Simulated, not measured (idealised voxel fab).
Process module, titled voxel fin reveal
Each square cell in cross-section cut measures 5 nm, and the section as a whole is 210 nm wide.
In this document a cross-section is written as a grid of square cells. It is given as a series of bands, listed from the top down, and a band is one or more rows of cells.
A band entry consists of two parts. The first gives the height of the band's top and the height of its bottom, in nm. The rest lists the band's materials from left to right, each with its width in nm. A single material labelled with the word "edge to edge" fills the band from edge to edge, and the word "air" marks empty space.
Heads up on the height convention: 0 is the point under which the incoming wafer is all one material, and the lowest band has no bottom, it just keeps going down, like "0 down".
The notation "30 to 40" denotes a width that varies across the rows of cells in the band, beginning at the first number in the top row, finishing at the second number in the bottom row, and changing by an identical amount from each row to the next.
What does "changes: none" mean for a step? It means no cell of the cross-section changed in that step.
Entry "Fully closed voids" = empty spaces >= 8 cells with no open way to the top; each as width x height at distance, distance from left edge, all nm.
Anything after a step's settings on that line? It's the simulator's own note about the step.
The setting "overlay nm" may be written on the line of a step. When the step uses a mask, the value reports how far to the right of the planned place the mask lay, and a negative value reports that it lay to the left.

The process steps that were planned are listed below
step 1: RECEIVE with material Si
step 2: CONFORMAL_DEP with material SiN, thk nm 10
step 3: DIRECTIONAL_DEP with material aC, thk nm 15
step 4: PATTERN with tone cover, mask id FINS, material resist, width nm 15, pitch nm 40, thk nm 35, overlay nm 0
step 5: DIRECTIONAL_ETCH with etch materials aC, depth nm 15
step 6: STRIP with etch materials resist
step 7: DIRECTIONAL_ETCH with etch materials SiN, depth nm 5
step 8: DIRECTIONAL_ETCH with etch materials Si, depth nm 35
step 9: STRIP with etch materials aC
step 10: FILL_DEP with material SiO2, thk nm 5
step 11: CMP with height nm 10
step 12: SELECTIVE_ETCH with etch materials SiO2, depth nm 30
step 13: STRIP with etch materials SiN
step 14: CONFORMAL_DEP with material SiO2, thk nm 5
The value of depth nm given for step 7 in the plan refers to the first wafer; the wafers vary in this setting and are alike at the start.

So this is the first of several wafers, cross-sectioned as it came to us, meaning it's at the end of step 1
    0 down | Si edge to edge
    Fully closed voids: none

Each row below is a wafer at the end of the module, listing for every material the number of cells it has gained (+) or lost (-) since it was received, followed by its closed voids
depth nm 5, +42 SiO2, Fully closed voids: none
depth nm 10, -231 Si, +165 SiO2, Fully closed voids: none
depth nm 15, -231 Si, +165 SiO2, Fully closed voids: none
depth nm 20, -231 Si, +165 SiO2, Fully closed voids: none
depth nm 25, -231 Si, +165 SiO2, Fully closed voids: none
